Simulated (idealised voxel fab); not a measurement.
This is a process module. Its name is voxel self aligned vias.
Square cells of 5 nm make up the cross-section cut, whose width is 295 nm.
Cross-section, as written here: a square-cell grid given band by band from the top down, where a band holds one or more rows of cells.
Band entry format. Leading values: height of top, height of bottom, nm. Remainder: materials in left-to-right order, each with its width in nm. Special words: "all across" on a single material, which then fills the band edge to edge; "air", empty space.
We count height from 0. Below that, the starting wafer is all one material. The lowest band never ends at the bottom but goes on down; see "0 and below" for how that is written.
Top row gets the first number, bottom row gets the second, and each row in between changes by the same step: that is how a band width like "30 to 40" works.
It should be understood that the words "no modification", when stated for a given step, signify that the cross-section underwent no change in any of its cells during that step.
This entry, "Trapped void list", enumerates those empty regions of no fewer than 8 cells that possess no open connection to the top. Each region is reported in the form width x height at distance, the distance being taken from the left edge, with all three quantities expressed in nm.
On each step's line, the part that comes after the settings is the simulator's own comment on the step.
overlay nm: on a step with a mask, how far right of its planned place the mask lay; negative means left.

Here's what the planned process steps look like
1. RECEIVE [material Si]
2. CONFORMAL_DEP [material SiO2] [thk nm 10]
3. CONFORMAL_DEP [material SiCN] [thk nm 5]
4. DIRECTIONAL_DEP [material lowk] [thk nm 25]
5. DIRECTIONAL_DEP [material aC] [thk nm 10]
6. PATTERN [tone open] [mask id LINES] [material resist] [width nm 25] [pitch nm 50] [thk nm 30] [overlay nm 0]
7. DIRECTIONAL_ETCH [etch materials aC] [depth nm 10]
8. STRIP [etch materials resist]
9. DIRECTIONAL_ETCH [etch materials lowk] [depth nm 25]
10. STRIP [etch materials aC]
11. CONFORMAL_DEP [material TiN] [thk nm 5]
12. FILL_DEP [material Ru] [thk nm 5]
13. CMP [height nm 40]
14. SELECTIVE_ETCH [etch materials W Ru TiN] [depth nm 5]
15. FILL_DEP [material SiN] [thk nm 10]
16. CMP [height nm 40]
17. DIRECTIONAL_DEP [material lowk] [thk nm 15]
18. PATTERN [tone open] [mask id VIAS] [material resist] [width nm 35] [thk nm 15] [overlay nm 0]
19. DIRECTIONAL_ETCH [etch materials lowk] [depth nm 15]
20. DIRECTIONAL_ETCH [etch materials SiN] [depth nm 5]
21. STRIP [etch materials resist]
22. CONFORMAL_DEP [material TiN] [thk nm 5]
23. FILL_DEP [material Cu] [thk nm 10]
24. CMP [height nm 55]
25. CONFORMAL_DEP [material SiCN] [thk nm 5]
Don't read the plan's thk nm for step 22 as applying to every wafer: that's the first wafer's value, and the wafers differ in it, though they all start identical.

Cross-section: the first of several wafers in its as-received state, i.e. following step 1
  0 and below  Si all across
  Trapped void list: none

Per wafer, end of module: cells gained (+) or lost (-) per material since receipt, then closed voids
thk nm 5, +13 Cu, +18 Ru, +118 SiCN, +5 SiN, +118 SiO2, +35 TiN, +401 lowk, Trapped void list: none
thk nm 10, +4 Cu, +18 Ru, +118 SiCN, +5 SiN, +118 SiO2, +44 TiN, +401 lowk, Trapped void list: none
thk nm 15, +18 Ru, +118 SiCN, +5 SiN, +118 SiO2, +48 TiN, +401 lowk, Trapped void list: none
thk nm 20, +18 Ru, +118 SiCN, +5 SiN, +118 SiO2, +48 TiN, +401 lowk, Trapped void list: none
